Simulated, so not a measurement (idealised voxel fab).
process module | voxel capacitor over wiring
cross-section cut | 215 nm wide | cells 5 nm
A cross-section is a grid of square cells, given in bands from the top down. A band is one or more rows of cells.
Each band's line starts with the height of the band's top and of its bottom, in nm. Then come its materials from left to right, each with its width in nm. One material with "throughout" fills the band from edge to edge. "air" is empty space.
Height 0 is the level under which the wafer as received is all one material. The lowest band goes on downwards, as in "0 down".
A width such as "30 to 40" changes by the same amount from each row of cells to the next, from the band's top row to its bottom row.
"no change" after a step means that no cell of the cross-section changed.
closed voids: empty space of 8 cells or more with no open way to the top, each as width x height at its distance from the left edge, in nm
after a step's settings: what the simulator itself notes on the step
overlay nm, on a step with a mask: how far to the right of its planned place the mask lay; to the left if negative
plan
1 op RECEIVE | material Si
2 op CONFORMAL_DEP | material SiO2 | thk nm 10
3 op DIRECTIONAL_DEP | material TiN | thk nm 5
4 op DIRECTIONAL_DEP | material W | thk nm 15
5 op PATTERN | tone cover | mask id METAL_1 | material resist | width nm 25 | pitch nm 95 | thk nm 20 | overlay nm 0
6 op DIRECTIONAL_ETCH | etch materials W | depth nm 15
7 op DIRECTIONAL_ETCH | etch materials TiN | depth nm 5
8 op STRIP | etch materials resist
9 op CONFORMAL_DEP | material SiN | thk nm 5
10 op FILL_DEP | material lowk | thk nm 5
11 op CMP | height nm 30
12 op CONFORMAL_DEP | material SiCN | thk nm 5
13 op DIRECTIONAL_DEP | material lowk | thk nm 10
14 op PATTERN | tone open | mask id PLUG_1 | material resist | width nm 15 | thk nm 20 | overlay nm 0
15 op DIRECTIONAL_ETCH | etch materials lowk | depth nm 10
16 op DIRECTIONAL_ETCH | etch materials SiCN | depth nm 5
17 op STRIP | etch materials resist
18 op CONFORMAL_DEP | material TiN | thk nm 5
19 op FILL_DEP | material Ru | thk nm 10
20 op CMP | height nm 45
21 op DIRECTIONAL_DEP | material TiN | thk nm 10
22 op DIRECTIONAL_DEP | material SiN | thk nm 5
23 op DIRECTIONAL_DEP | material TiN | thk nm 5
24 op MASKED_ETCH | tone cover | mask id UPPER_PLATE | width nm 75 | etch materials TiN | depth nm 5 | overlay nm 0
25 op MASKED_ETCH | tone cover | mask id UPPER_PLATE | width nm 75 | etch materials SiN | depth nm 5 | overlay nm 0
26 op DIRECTIONAL_DEP | material aC | thk nm 10
27 op PATTERN | tone cover | mask id LOWER_PLATE | material resist | width nm 85 | thk nm 30 | overlay nm 0
28 op DIRECTIONAL_ETCH | etch materials aC | depth nm 10
29 op STRIP | etch materials resist
30 op DIRECTIONAL_ETCH | etch materials TiN | depth nm 10
31 op STRIP | etch materials aC
32 op FILL_DEP | material SiO2 | thk nm 15
33 op CMP | height nm 75
34 op PATTERN | tone open | mask id PLUG_2 | material resist | width nm 15 | thk nm 20 | overlay nm 0
35 op DIRECTIONAL_ETCH | etch materials SiO2 | depth nm 10
36 op STRIP | etch materials resist
37 op CONFORMAL_DEP | material TiN | thk nm 5
38 op FILL_DEP | material Ru | thk nm 5
39 op CMP | height nm 75
40 op CONFORMAL_DEP | material SiCN | thk nm 5
first wafer, as planned
as received, after step 1
  0 down: Si throughout
  closed voids: none
after step 2
  10 to 0: SiO2 throughout
  below 0: unchanged
after step 3
  15 to 10: TiN throughout
  below 10: unchanged
after step 4
  30 to 15: W throughout
  below 15: unchanged
after step 5
  50 to 30: air 45 | resist 25 | air 70 | resist 25 | air 50
  below 30: unchanged
after step 6
  50 to 30: air 45 | resist 25 | air 70 | resist 25 | air 50
  30 to 15: air 45 | W 25 | air 70 | W 25 | air 50
  below 15: unchanged
after step 7
  50 to 30: air 45 | resist 25 | air 70 | resist 25 | air 50
  30 to 15: air 45 | W 25 | air 70 | W 25 | air 50
  15 to 10: air 45 | TiN 25 | air 70 | TiN 25 | air 50
  below 10: unchanged
after step 8
  30 to 15: air 45 | W 25 | air 70 | W 25 | air 50
  below 15: unchanged
after step 9
  35 to 30: air 40 | SiN 35 | air 60 | SiN 35 | air 45
  30 to 15: air 40 | SiN 5 | W 25 | SiN 5 | air 60 | SiN 5 | W 25 | SiN 5 | air 45
  15 to 10: SiN 45 | TiN 25 | SiN 70 | TiN 25 | SiN 50
  below 10: unchanged
after step 10
  40 to 35: lowk throughout
  35 to 30: lowk 40 | SiN 35 | lowk 60 | SiN 35 | lowk 45
  30 to 15: lowk 40 | SiN 5 | W 25 | SiN 5 | lowk 60 | SiN 5 | W 25 | SiN 5 | lowk 45
  below 15: unchanged
after step 11
  30 to 15: lowk 40 | SiN 5 | W 25 | SiN 5 | lowk 60 | SiN 5 | W 25 | SiN 5 | lowk 45
  below 15: unchanged
after step 12
  35 to 30: SiCN throughout
  below 30: unchanged
after step 13
  45 to 35: lowk throughout
  below 35: unchanged
after step 14
  65 to 45: resist 55 | air 15 | resist 145
  below 45: unchanged
after step 15
  65 to 45: resist 55 | air 15 | resist 145
  45 to 35: lowk 55 | air 15 | lowk 145
  below 35: unchanged
after step 16
  65 to 45: resist 55 | air 15 | resist 145
  45 to 35: lowk 55 | air 15 | lowk 145
  35 to 30: SiCN 55 | air 15 | SiCN 145
  below 30: unchanged
after step 17
  45 to 35: lowk 55 | air 15 | lowk 145
  below 35: unchanged
after step 18
  50 to 45: TiN 60 | air 5 | TiN 150
  45 to 35: lowk 55 | TiN 5 | air 5 | TiN 5 | lowk 145
  35 to 30: SiCN 55 | TiN 15 | SiCN 145
  below 30: unchanged
after step 19
  60 to 50: Ru throughout
  50 to 45: TiN 60 | Ru 5 | TiN 150
  45 to 35: lowk 55 | TiN 5 | Ru 5 | TiN 5 | lowk 145
  below 35: unchanged
after step 20
  45 to 35: lowk 55 | TiN 5 | Ru 5 | TiN 5 | lowk 145
  below 35: unchanged
after step 21
  55 to 45: TiN throughout
  below 45: unchanged
after step 22
  60 to 55: SiN throughout
  below 55: unchanged
after step 23
  65 to 60: TiN throughout
  below 60: unchanged
after step 24
  65 to 60: air 55 | TiN 75 | air 85
  below 60: unchanged
after step 25
  65 to 60: air 55 | TiN 75 | air 85
  60 to 55: air 55 | SiN 75 | air 85
  below 55: unchanged
after step 26
  75 to 65: air 55 | aC 75 | air 85
  65 to 60: aC 55 | TiN 75 | aC 85
  60 to 55: aC 55 | SiN 75 | aC 85
  below 55: unchanged
after step 27
  105 to 75: air 50 | resist 85 | air 80
  75 to 65: air 50 | resist 5 | aC 75 | resist 5 | air 80
  below 65: unchanged
after step 28
  95 to 75: air 50 | resist 85 | air 80
  75 to 65: air 50 | resist 5 | aC 75 | resist 5 | air 80
  65 to 60: air 50 | aC 5 | TiN 75 | aC 5 | air 80
  60 to 55: air 50 | aC 5 | SiN 75 | aC 5 | air 80
  below 55: unchanged
after step 29
  75 to 65: air 55 | aC 75 | air 85
  below 65: unchanged
after step 30
  75 to 65: air 55 | aC 75 | air 85
  65 to 60: air 50 | aC 5 | TiN 75 | aC 5 | air 80
  60 to 55: air 50 | aC 5 | SiN 75 | aC 5 | air 80
  55 to 45: air 50 | TiN 85 | air 80
  below 45: unchanged
after step 31
  65 to 60: air 55 | TiN 75 | air 85
  60 to 55: air 55 | SiN 75 | air 85
  below 55: unchanged
after step 32
  80 to 65: SiO2 throughout
  65 to 60: SiO2 55 | TiN 75 | SiO2 85
  60 to 55: SiO2 55 | SiN 75 | SiO2 85
  55 to 45: SiO2 50 | TiN 85 | SiO2 80
  below 45: unchanged
after step 33
  75 to 65: SiO2 throughout
  below 65: unchanged
after step 34
  95 to 75: resist 65 | air 15 | resist 135
  below 75: unchanged
after step 35
  95 to 75: resist 65 | air 15 | resist 135
  75 to 65: SiO2 65 | air 15 | SiO2 135
  below 65: unchanged
after step 36
  75 to 65: SiO2 65 | air 15 | SiO2 135
  below 65: unchanged
after step 37
  80 to 75: TiN 70 | air 5 | TiN 140
  75 to 70: SiO2 65 | TiN 5 | air 5 | TiN 5 | SiO2 135
  70 to 60: SiO2 65 to 55 | TiN 15 to 75 | SiO2 135 to 85
  below 60: unchanged
after step 38
  85 to 80: Ru throughout
  80 to 75: TiN 70 | Ru 5 | TiN 140
  75 to 70: SiO2 65 | TiN 5 | Ru 5 | TiN 5 | SiO2 135
  below 70: unchanged
after step 39
  75 to 70: SiO2 65 | TiN 5 | Ru 5 | TiN 5 | SiO2 135
  below 70: unchanged
after step 40
  80 to 75: SiCN throughout
  below 75: unchanged
second wafer: like start, like plan, one mistake. Through step 11 it matches the first wafer
when step 12 should have ended
  40 to 30: lowk throughout
  below 30: unchanged
when step 13 should have ended
  45 to 40: SiCN throughout
  below 40: unchanged
when step 14 should have ended
  65 to 45: resist 55 | air 15 | resist 145
  below 45: unchanged
when step 15 should have ended: no change
when step 16 should have ended
  65 to 45: resist 55 | air 15 | resist 145
  45 to 40: SiCN 55 | air 15 | SiCN 145
  below 40: unchanged
when step 17 should have ended
  45 to 40: SiCN 55 | air 15 | SiCN 145
  below 40: unchanged
when step 18 should have ended
  50 to 45: TiN 60 | air 5 | TiN 150
  45 to 40: SiCN 55 | TiN 15 | SiCN 145
  below 40: unchanged
when step 19 should have ended
  60 to 50: Ru throughout
  50 to 45: TiN 60 | Ru 5 | TiN 150
  below 45: unchanged
when step 20 should have ended
  45 to 40: SiCN 55 | TiN 15 | SiCN 145
  below 40: unchanged
when step 21 should have ended
  55 to 45: TiN throughout
  below 45: unchanged
when step 22 should have ended
  60 to 55: SiN throughout
  below 55: unchanged
when step 23 should have ended
  65 to 60: TiN throughout
  below 60: unchanged
when step 24 should have ended
  65 to 60: air 55 | TiN 75 | air 85
  below 60: unchanged
when step 25 should have ended
  65 to 60: air 55 | TiN 75 | air 85
  60 to 55: air 55 | SiN 75 | air 85
  below 55: unchanged
when step 26 should have ended
  75 to 65: air 55 | aC 75 | air 85
  65 to 60: aC 55 | TiN 75 | aC 85
  60 to 55: aC 55 | SiN 75 | aC 85
  below 55: unchanged
when step 27 should have ended
  105 to 75: air 50 | resist 85 | air 80
  75 to 65: air 50 | resist 5 | aC 75 | resist 5 | air 80
  below 65: unchanged
when step 28 should have ended
  95 to 75: air 50 | resist 85 | air 80
  75 to 65: air 50 | resist 5 | aC 75 | resist 5 | air 80
  65 to 60: air 50 | aC 5 | TiN 75 | aC 5 | air 80
  60 to 55: air 50 | aC 5 | SiN 75 | aC 5 | air 80
  below 55: unchanged
when step 29 should have ended
  75 to 65: air 55 | aC 75 | air 85
  below 65: unchanged
when step 30 should have ended
  75 to 65: air 55 | aC 75 | air 85
  65 to 60: air 50 | aC 5 | TiN 75 | aC 5 | air 80
  60 to 55: air 50 | aC 5 | SiN 75 | aC 5 | air 80
  55 to 45: air 50 | TiN 85 | air 80
  below 45: unchanged
when step 31 should have ended
  65 to 60: air 55 | TiN 75 | air 85
  60 to 55: air 55 | SiN 75 | air 85
  below 55: unchanged
when step 32 should have ended
  80 to 65: SiO2 throughout
  65 to 60: SiO2 55 | TiN 75 | SiO2 85
  60 to 55: SiO2 55 | SiN 75 | SiO2 85
  55 to 45: SiO2 50 | TiN 85 | SiO2 80
  below 45: unchanged
when step 33 should have ended
  75 to 65: SiO2 throughout
  below 65: unchanged
when step 34 should have ended
  95 to 75: resist 65 | air 15 | resist 135
  below 75: unchanged
when step 35 should have ended
  95 to 75: resist 65 | air 15 | resist 135
  75 to 65: SiO2 65 | air 15 | SiO2 135
  below 65: unchanged
when step 36 should have ended
  75 to 65: SiO2 65 | air 15 | SiO2 135
  below 65: unchanged
when step 37 should have ended
  80 to 75: TiN 70 | air 5 | TiN 140
  75 to 70: SiO2 65 | TiN 5 | air 5 | TiN 5 | SiO2 135
  70 to 60: SiO2 65 to 55 | TiN 15 to 75 | SiO2 135 to 85
  below 60: unchanged
when step 38 should have ended
  85 to 80: Ru throughout
  80 to 75: TiN 70 | Ru 5 | TiN 140
  75 to 70: SiO2 65 | TiN 5 | Ru 5 | TiN 5 | SiO2 135
  below 70: unchanged
when step 39 should have ended
  75 to 70: SiO2 65 | TiN 5 | Ru 5 | TiN 5 | SiO2 135
  below 70: unchanged
when step 40 should have ended
  80 to 75: SiCN throughout
  below 75: unchanged
what went wrong: steps 12 and 13 were swapped
at the end the second wafer has, in cells: 2 fewer of Ru | 4 fewer of TiN | 6 more of lowk
